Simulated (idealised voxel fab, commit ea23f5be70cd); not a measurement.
The process module that follows is named voxel capacitor over wiring.
Cross-section cut: width 155 nm, square cells of 5 nm.
Cross-section spec: square-cell grid; bands listed top down; each band is one or more rows.
The entry gives the band's vertical extent as a top height and a bottom height in nm, then its horizontal make-up as materials from left to right, each with a width in nm. "blank" stands for empty space; a single material marked "edge to edge" fills the band edge to edge.
Height reference: 0 = level under which incoming wafer is all one material. Lowest band: no bottom, runs on downward, e.g. "top 0, no bottom".
A two-number width, for instance "30 to 40", indicates that the width is equal to the first number in the top row of the band and to the second number in the bottom row, and that it changes by a constant amount per row of cells.
Given "no alterations made" for a step, no cell of the cross-section differs between before and after that step.
What "Enclosed void list" gives you is every empty space of 8 cells or more that is cut off from the top. Each appears as width x height at distance, with the distance taken from the left edge and width, height and distance all in nm.
Where a step's line continues beyond its settings, the continuation is a remark by the simulator itself on that step.
overlay nm: for a step with a mask, the amount by which the mask lay right of where it was planned; a negative amount means left of it.

[Steps planned for the process]
1. RECEIVE: material Si
2. CONFORMAL_DEP: material SiO2, thk nm 15
3. CONFORMAL_DEP: material SiCN, thk nm 5
4. DIRECTIONAL_DEP: material lowk, thk nm 25
5. DIRECTIONAL_DEP: material aC, thk nm 10
6. PATTERN: tone open, mask id METAL_1, material resist, width nm 20, pitch nm 85, thk nm 30, overlay nm 0
7. DIRECTIONAL_ETCH: etch materials aC, depth nm 10
8. STRIP: etch materials resist
9. DIRECTIONAL_ETCH: etch materials lowk, depth nm 25
10. DIRECTIONAL_ETCH: etch materials SiCN, depth nm 5
11. STRIP: etch materials aC
12. CONFORMAL_DEP: material TiN, thk nm 5
13. FILL_DEP: material Cu, thk nm 5
14. CMP: height nm 45
15. CONFORMAL_DEP: material SiCN, thk nm 5
16. DIRECTIONAL_DEP: material lowk, thk nm 15
17. DIRECTIONAL_DEP: material aC, thk nm 10
18. PATTERN: tone open, mask id PLUG_1, material resist, width nm 15, thk nm 25, overlay nm 0
19. DIRECTIONAL_ETCH: etch materials aC, depth nm 10
20. STRIP: etch materials resist
21. DIRECTIONAL_ETCH: etch materials lowk, depth nm 15
22. DIRECTIONAL_ETCH: etch materials SiCN, depth nm 5
23. STRIP: etch materials aC
24. EPI: material Ru, thk nm 10
25. EPI: material Ru, thk nm 10
26. DIRECTIONAL_DEP: material TiN, thk nm 5
27. DIRECTIONAL_DEP: material HfO2, thk nm 5
28. DIRECTIONAL_DEP: material TiN, thk nm 10
29. MASKED_ETCH: tone cover, mask id UPPER_PLATE, width nm 70, etch materials TiN, depth nm 10, overlay nm 0
30. MASKED_ETCH: tone cover, mask id UPPER_PLATE, width nm 70, etch materials HfO2, depth nm 5, overlay nm 0
31. PATTERN: tone cover, mask id LOWER_PLATE, material resist, width nm 80, thk nm 15, overlay nm 0
32. DIRECTIONAL_ETCH: etch materials TiN, depth nm 5
33. STRIP: etch materials resist
34. FILL_DEP: material SiO2, thk nm 15
35. CMP: height nm 95
36. DIRECTIONAL_DEP: material aC, thk nm 10
37. PATTERN: tone open, mask id PLUG_2, material resist, width nm 15, thk nm 30, overlay nm 0
38. DIRECTIONAL_ETCH: etch materials aC, depth nm 10
39. STRIP: etch materials resist
40. DIRECTIONAL_ETCH: etch materials SiO2, depth nm 10
41. STRIP: etch materials aC
42. CONFORMAL_DEP: material TiN, thk nm 5
43. FILL_DEP: material W, thk nm 10
44. CMP: height nm 95
45. CONFORMAL_DEP: material SiCN, thk nm 5

[Wafer, first of two, run as planned]

[As-received state of the wafer in cross-section, equivalent to post-step 1]
* top 0, no bottom | Si edge to edge
* Enclosed void list: none

[The wafer in cross-section once step 2 is complete]
* top 15, bottom 0 | SiO2 edge to edge
* No changes below 0.

[The wafer in cross-section once step 3 is complete]
* top 20, bottom 15 | SiCN edge to edge
* No changes below 15.

[The wafer in cross-section once step 4 is complete]
* top 45, bottom 20 | lowk edge to edge
* No changes below 20.

[The wafer in cross-section once step 5 is complete]
* top 55, bottom 45 | aC edge to edge
* No changes below 45.

[The wafer in cross-section once step 6 is complete]
* top 85, bottom 55 | 25 nm resist, 20 nm blank, 65 nm resist, 20 nm blank, 25 nm resist
* No changes below 55.

[The wafer in cross-section once step 7 is complete]
* top 75, bottom 55 | 25 nm resist, 20 nm blank, 65 nm resist, 20 nm blank, 25 nm resist
* top 55, bottom 45 | 25 nm aC, 20 nm blank, 65 nm aC, 20 nm blank, 25 nm aC
* No changes below 45.

[The wafer in cross-section once step 8 is complete]
* top 55, bottom 45 | 25 nm aC, 20 nm blank, 65 nm aC, 20 nm blank, 25 nm aC
* No changes below 45.

[The wafer in cross-section once step 9 is complete]
* top 55, bottom 45 | 25 nm aC, 20 nm blank, 65 nm aC, 20 nm blank, 25 nm aC
* top 45, bottom 20 | 25 nm lowk, 20 nm blank, 65 nm lowk, 20 nm blank, 25 nm lowk
* No changes below 20.

[The wafer in cross-section once step 10 is complete]
* top 55, bottom 45 | 25 nm aC, 20 nm blank, 65 nm aC, 20 nm blank, 25 nm aC
* top 45, bottom 20 | 25 nm lowk, 20 nm blank, 65 nm lowk, 20 nm blank, 25 nm lowk
* top 20, bottom 15 | 25 nm SiCN, 20 nm blank, 65 nm SiCN, 20 nm blank, 25 nm SiCN
* No changes below 15.

[The wafer in cross-section once step 11 is complete]
* top 45, bottom 20 | 25 nm lowk, 20 nm blank, 65 nm lowk, 20 nm blank, 25 nm lowk
* No changes below 20.

[The wafer in cross-section once step 12 is complete]
* top 50, bottom 45 | 30 nm TiN, 10 nm blank, 75 nm TiN, 10 nm blank, 30 nm TiN
* top 45, bottom 20 | 25 nm lowk, 5 nm TiN, 10 nm blank, 5 nm TiN, 65 nm lowk, 5 nm TiN, 10 nm blank, 5 nm TiN, 25 nm lowk
* top 20, bottom 15 | 25 nm SiCN, 20 nm TiN, 65 nm SiCN, 20 nm TiN, 25 nm SiCN
* No changes below 15.

[The wafer in cross-section once step 13 is complete]
* top 55, bottom 50 | Cu edge to edge
* top 50, bottom 45 | 30 nm TiN, 10 nm Cu, 75 nm TiN, 10 nm Cu, 30 nm TiN
* top 45, bottom 20 | 25 nm lowk, 5 nm TiN, 10 nm Cu, 5 nm TiN, 65 nm lowk, 5 nm TiN, 10 nm Cu, 5 nm TiN, 25 nm lowk
* No changes below 20.

[The wafer in cross-section once step 14 is complete]
* top 45, bottom 20 | 25 nm lowk, 5 nm TiN, 10 nm Cu, 5 nm TiN, 65 nm lowk, 5 nm TiN, 10 nm Cu, 5 nm TiN, 25 nm lowk
* No changes below 20.

[The wafer in cross-section once step 15 is complete]
* top 50, bottom 45 | SiCN edge to edge
* No changes below 45.

[The wafer in cross-section once step 16 is complete]
* top 65, bottom 50 | lowk edge to edge
* No changes below 50.

[The wafer in cross-section once step 17 is complete]
* top 75, bottom 65 | aC edge to edge
* No changes below 65.

[The wafer in cross-section once step 18 is complete]
* top 100, bottom 75 | 30 nm resist, 15 nm blank, 110 nm resist
* No changes below 75.

[The wafer in cross-section once step 19 is complete]
* top 90, bottom 75 | 30 nm resist, 15 nm blank, 110 nm resist
* top 75, bottom 65 | 30 nm aC, 15 nm blank, 110 nm aC
* No changes below 65.

[The wafer in cross-section once step 20 is complete]
* top 75, bottom 65 | 30 nm aC, 15 nm blank, 110 nm aC
* No changes below 65.

[The wafer in cross-section once step 21 is complete]
* top 75, bottom 65 | 30 nm aC, 15 nm blank, 110 nm aC
* top 65, bottom 50 | 30 nm lowk, 15 nm blank, 110 nm lowk
* No changes below 50.

[The wafer in cross-section once step 22 is complete]
* top 75, bottom 65 | 30 nm aC, 15 nm blank, 110 nm aC
* top 65, bottom 50 | 30 nm lowk, 15 nm blank, 110 nm lowk
* top 50, bottom 45 | 30 nm SiCN, 15 nm blank, 110 nm SiCN
* No changes below 45.

[The wafer in cross-section once step 23 is complete]
* top 65, bottom 50 | 30 nm lowk, 15 nm blank, 110 nm lowk
* No changes below 50.

[The wafer in cross-section once step 24 is complete]
* top 65, bottom 55 | 30 nm lowk, 15 nm blank, 110 nm lowk
* top 55, bottom 50 | 30 nm lowk, 15 nm Ru, 110 nm lowk
* top 50, bottom 45 | 30 nm SiCN, 15 nm Ru, 110 nm SiCN
* No changes below 45.

[The wafer in cross-section once step 25 is complete]
* top 65, bottom 50 | 30 nm lowk, 15 nm Ru, 110 nm lowk
* No changes below 50.

[The wafer in cross-section once step 26 is complete]
* top 70, bottom 65 | TiN edge to edge
* No changes below 65.

[The wafer in cross-section once step 27 is complete]
* top 75, bottom 70 | HfO2 edge to edge
* No changes below 70.

[The wafer in cross-section once step 28 is complete]
* top 85, bottom 75 | TiN edge to edge
* No changes below 75.

[The wafer in cross-section once step 29 is complete]
* top 85, bottom 75 | 30 nm blank, 70 nm TiN, 55 nm blank
* No changes below 75.

[The wafer in cross-section once step 30 is complete]
* top 85, bottom 75 | 30 nm blank, 70 nm TiN, 55 nm blank
* top 75, bottom 70 | 30 nm blank, 70 nm HfO2, 55 nm blank
* No changes below 70.

[The wafer in cross-section once step 31 is complete]
* top 100, bottom 85 | 25 nm blank, 80 nm resist, 50 nm blank
* top 85, bottom 75 | 25 nm blank, 5 nm resist, 70 nm TiN, 5 nm resist, 50 nm blank
* top 75, bottom 70 | 25 nm blank, 5 nm resist, 70 nm HfO2, 5 nm resist, 50 nm blank
* No changes below 70.

[The wafer in cross-section once step 32 is complete]
* top 100, bottom 85 | 25 nm blank, 80 nm resist, 50 nm blank
* top 85, bottom 75 | 25 nm blank, 5 nm resist, 70 nm TiN, 5 nm resist, 50 nm blank
* top 75, bottom 70 | 25 nm blank, 5 nm resist, 70 nm HfO2, 5 nm resist, 50 nm blank
* top 70, bottom 65 | 25 nm blank, 80 nm TiN, 50 nm blank
* No changes below 65.

[The wafer in cross-section once step 33 is complete]
* top 85, bottom 75 | 30 nm blank, 70 nm TiN, 55 nm blank
* top 75, bottom 70 | 30 nm blank, 70 nm HfO2, 55 nm blank
* No changes below 70.

[The wafer in cross-section once step 34 is complete]
* top 100, bottom 85 | SiO2 edge to edge
* top 85, bottom 75 | 30 nm SiO2, 70 nm TiN, 55 nm SiO2
* top 75, bottom 70 | 30 nm SiO2, 70 nm HfO2, 55 nm SiO2
* top 70, bottom 65 | 25 nm SiO2, 80 nm TiN, 50 nm SiO2
* No changes below 65.

[The wafer in cross-section once step 35 is complete]
* top 95, bottom 85 | SiO2 edge to edge
* No changes below 85.

[The wafer in cross-section once step 36 is complete]
* top 105, bottom 95 | aC edge to edge
* No changes below 95.

[The wafer in cross-section once step 37 is complete]
* top 135, bottom 105 | 40 nm resist, 15 nm blank, 100 nm resist
* No changes below 105.

[The wafer in cross-section once step 38 is complete]
* top 125, bottom 105 | 40 nm resist, 15 nm blank, 100 nm resist
* top 105, bottom 95 | 40 nm aC, 15 nm blank, 100 nm aC
* No changes below 95.

[The wafer in cross-section once step 39 is complete]
* top 105, bottom 95 | 40 nm aC, 15 nm blank, 100 nm aC
* No changes below 95.

[The wafer in cross-section once step 40 is complete]
* top 105, bottom 95 | 40 nm aC, 15 nm blank, 100 nm aC
* top 95, bottom 85 | 40 nm SiO2, 15 nm blank, 100 nm SiO2
* No changes below 85.

[The wafer in cross-section once step 41 is complete]
* top 95, bottom 85 | 40 nm SiO2, 15 nm blank, 100 nm SiO2
* No changes below 85.

[The wafer in cross-section once step 42 is complete]
* top 100, bottom 95 | 45 nm TiN, 5 nm blank, 105 nm TiN
* top 95, bottom 90 | 40 nm SiO2, 5 nm TiN, 5 nm blank, 5 nm TiN, 100 nm SiO2
* top 90, bottom 85 | 40 nm SiO2, 15 nm TiN, 100 nm SiO2
* No changes below 85.

[The wafer in cross-section once step 43 is complete]
* top 110, bottom 100 | W edge to edge
* top 100, bottom 95 | 45 nm TiN, 5 nm W, 105 nm TiN
* top 95, bottom 90 | 40 nm SiO2, 5 nm TiN, 5 nm W, 5 nm TiN, 100 nm SiO2
* No changes below 90.

[The wafer in cross-section once step 44 is complete]
* top 95, bottom 90 | 40 nm SiO2, 5 nm TiN, 5 nm W, 5 nm TiN, 100 nm SiO2
* No changes below 90.

[The wafer in cross-section once step 45 is complete]
* top 100, bottom 95 | SiCN edge to edge
* No changes below 95.

[Second of two: same start, same plan, one run error; steps up to and including 40 match the first]

[Cross-sectional view of the second wafer at the intended end time of process step 41]
* top 105, bottom 95 | 40 nm aC, 15 nm blank, 100 nm aC
* top 95, bottom 85 | 40 nm SiO2, 15 nm blank, 100 nm SiO2
* top 85, bottom 75 | 30 nm SiO2, 70 nm blank, 55 nm SiO2
* No changes below 75.

[Cross-sectional view of the second wafer at the intended end time of process step 42]
* top 110, bottom 105 | 45 nm TiN, 5 nm blank, 105 nm TiN
* top 105, bottom 95 | 40 nm aC, 5 nm TiN, 5 nm blank, 5 nm TiN, 100 nm aC
* top 95, bottom 85 | 40 nm SiO2, 5 nm TiN, 5 nm blank, 5 nm TiN, 100 nm SiO2
* top 85, bottom 80 | 30 nm SiO2, 15 nm TiN, 5 nm blank, 50 nm TiN, 55 nm SiO2
* top 80, bottom 75 | 30 nm SiO2, 70 nm TiN, 55 nm SiO2
* No changes below 75.

[Cross-sectional view of the second wafer at the intended end time of process step 43]
* top 120, bottom 110 | W edge to edge
* top 110, bottom 105 | 45 nm TiN, 5 nm W, 105 nm TiN
* top 105, bottom 95 | 40 nm aC, 5 nm TiN, 5 nm W, 5 nm TiN, 100 nm aC
* top 95, bottom 85 | 40 nm SiO2, 5 nm TiN, 5 nm W, 5 nm TiN, 100 nm SiO2
* top 85, bottom 80 | 30 nm SiO2, 15 nm TiN, 5 nm W, 50 nm TiN, 55 nm SiO2
* No changes below 80.

[Cross-sectional view of the second wafer at the intended end time of process step 44]
* top 95, bottom 85 | 40 nm SiO2, 5 nm TiN, 5 nm W, 5 nm TiN, 100 nm SiO2
* No changes below 85.

[Cross-sectional view of the second wafer at the intended end time of process step 45]
* top 100, bottom 95 | SiCN edge to edge
* No changes below 95.
What broke from the plan during processing? so step 41 ended up running with a different setting than we planned, it ran as STRIP: etch materials TiN
Cell-count delta at end, second wafer over first, by material: -2 TiN, +2 W
